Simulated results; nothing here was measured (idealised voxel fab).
The document below concerns the process module designated voxel self aligned vias.
FYI the section here is cut, 155 nm wide, cells are 5 nm squares.
Square cells in a grid make up a cross-section in this document, and the grid is given as bands, listed from the top down, each one or more rows of cells.
Band entry format. Leading values: height of top, height of bottom, nm. Remainder: materials in left-to-right order, each with its width in nm. Special words: "edge to edge" on a single material, which then fills the band edge to edge; "air", empty space.
Ref level 0: as-received wafer is one material below here. Bottom band extends down with no lower bound ("from 0 down").
You'd read "30..40" like this: the band's top row of cells is as wide as the first number, its bottom row is as wide as the second, and going down, every row changes width by the same amount as the row before did.
When a step is marked "no modification", none of the cells in the cross-section changed during that step.
Look at "Closed void register" for the closed voids: empty spaces with no open path to the top, sized 8 cells or up. Each is width x height at distance, distance from the left edge, all nm.
Text after the settings on a step's line: the simulator's own remark on that step.
A step's line can hold "overlay nm"; with a mask on that step, the setting says how far right of the planned place the mask lay, while a negative setting says it lay to the left.
Planned step list for the process:
1: op RECEIVE | material Si
2: op CONFORMAL_DEP | material SiO2 | thk nm 10
3: op CONFORMAL_DEP | material SiCN | thk nm 5
4: op DIRECTIONAL_DEP | material lowk | thk nm 25
5: op MASKED_ETCH | tone open | mask id LINES | width nm 20 | pitch nm 45 | etch materials lowk | depth nm 25 | overlay nm 0
6: op CONFORMAL_DEP | material TiN | thk nm 5
7: op FILL_DEP | material W | thk nm 5
8: op CMP | height nm 40
9: op SELECTIVE_ETCH | etch materials W Ru TiN | depth nm 5
10: op FILL_DEP | material SiN | thk nm 10
11: op CMP | height nm 40
12: op DIRECTIONAL_DEP | material lowk | thk nm 20
13: op PATTERN | tone open | mask id VIAS | material resist | width nm 30 | pitch nm 45 | thk nm 15 | overlay nm 0
14: op DIRECTIONAL_ETCH | etch materials lowk | depth nm 20
15: op DIRECTIONAL_ETCH | etch materials SiN | depth nm 5
16: op STRIP | etch materials resist
17: op CONFORMAL_DEP | material TiN | thk nm 5
18: op FILL_DEP | material W | thk nm 10
19: op CMP | height nm 60
20: op CONFORMAL_DEP | material SiN | thk nm 5
Cross-section: wafer on arrival = after step 1:
  from 0 down  Si edge to edge
  Closed void register: none
First of two wafers, end-of-module section, run followed plan:
  from 65 to 60  SiN edge to edge
  from 60 to 45  15 of lowk, then 5 of TiN, then 20 of W, then 5 of TiN, then 15 of lowk, then 5 of TiN, then 20 of W, then 5 of TiN, then 15 of lowk, then 5 of TiN, then 20 of W, then 5 of TiN, then 20 of lowk
  from 45 to 40  15 of lowk, then 10 of TiN, then 10 of W, then 10 of TiN, then 15 of lowk, then 10 of TiN, then 10 of W, then 10 of TiN, then 15 of lowk, then 10 of TiN, then 10 of W, then 10 of TiN, then 20 of lowk
  from 40 to 35  20 of lowk, then 20 of TiN, then 25 of lowk, then 20 of TiN, then 25 of lowk, then 20 of TiN, then 25 of lowk
  from 35 to 20  20 of lowk, then 5 of TiN, then 10 of W, then 5 of TiN, then 25 of lowk, then 5 of TiN, then 10 of W, then 5 of TiN, then 25 of lowk, then 5 of TiN, then 10 of W, then 5 of TiN, then 25 of lowk
  from 20 to 15  20 of lowk, then 20 of TiN, then 25 of lowk, then 20 of TiN, then 25 of lowk, then 20 of TiN, then 25 of lowk
  from 15 to 10  SiCN edge to edge
  from 10 to 0  SiO2 edge to edge
  from 0 down  Si edge to edge
  Closed void register: none
Same start, same plan as the first wafer - but one mistake in the run. Cross-section of the second of the two at the end of the module:
  from 65 to 60  SiN edge to edge
  from 60 to 40  20 of lowk, then 5 of TiN, then 10 of W, then 5 of TiN, then 25 of lowk, then 5 of TiN, then 10 of W, then 5 of TiN, then 25 of lowk, then 5 of TiN, then 10 of W, then 5 of TiN, then 25 of lowk
  from 40 to 35  20 of lowk, then 20 of TiN, then 25 of lowk, then 20 of TiN, then 25 of lowk, then 20 of TiN, then 25 of lowk
  from 35 to 20  20 of lowk, then 5 of TiN, then 10 of W, then 5 of TiN, then 25 of lowk, then 5 of TiN, then 10 of W, then 5 of TiN, then 25 of lowk, then 5 of TiN, then 10 of W, then 5 of TiN, then 25 of lowk
  from 20 to 15  20 of lowk, then 20 of TiN, then 25 of lowk, then 20 of TiN, then 25 of lowk, then 20 of TiN, then 25 of lowk
  from 15 to 10  SiCN edge to edge
  from 10 to 0  SiO2 edge to edge
  from 0 down  Si edge to edge
  Closed void register: none
Plan not followed: step 13 was not run as planned; what actually ran was op PATTERN | tone open | mask id VIAS | material resist | width nm 20 | pitch nm 45 | thk nm 15 | overlay nm 0
Final comparison by cell count, materials where the second wafer has more or fewer than the first: TiN -6; W -18; lowk +24
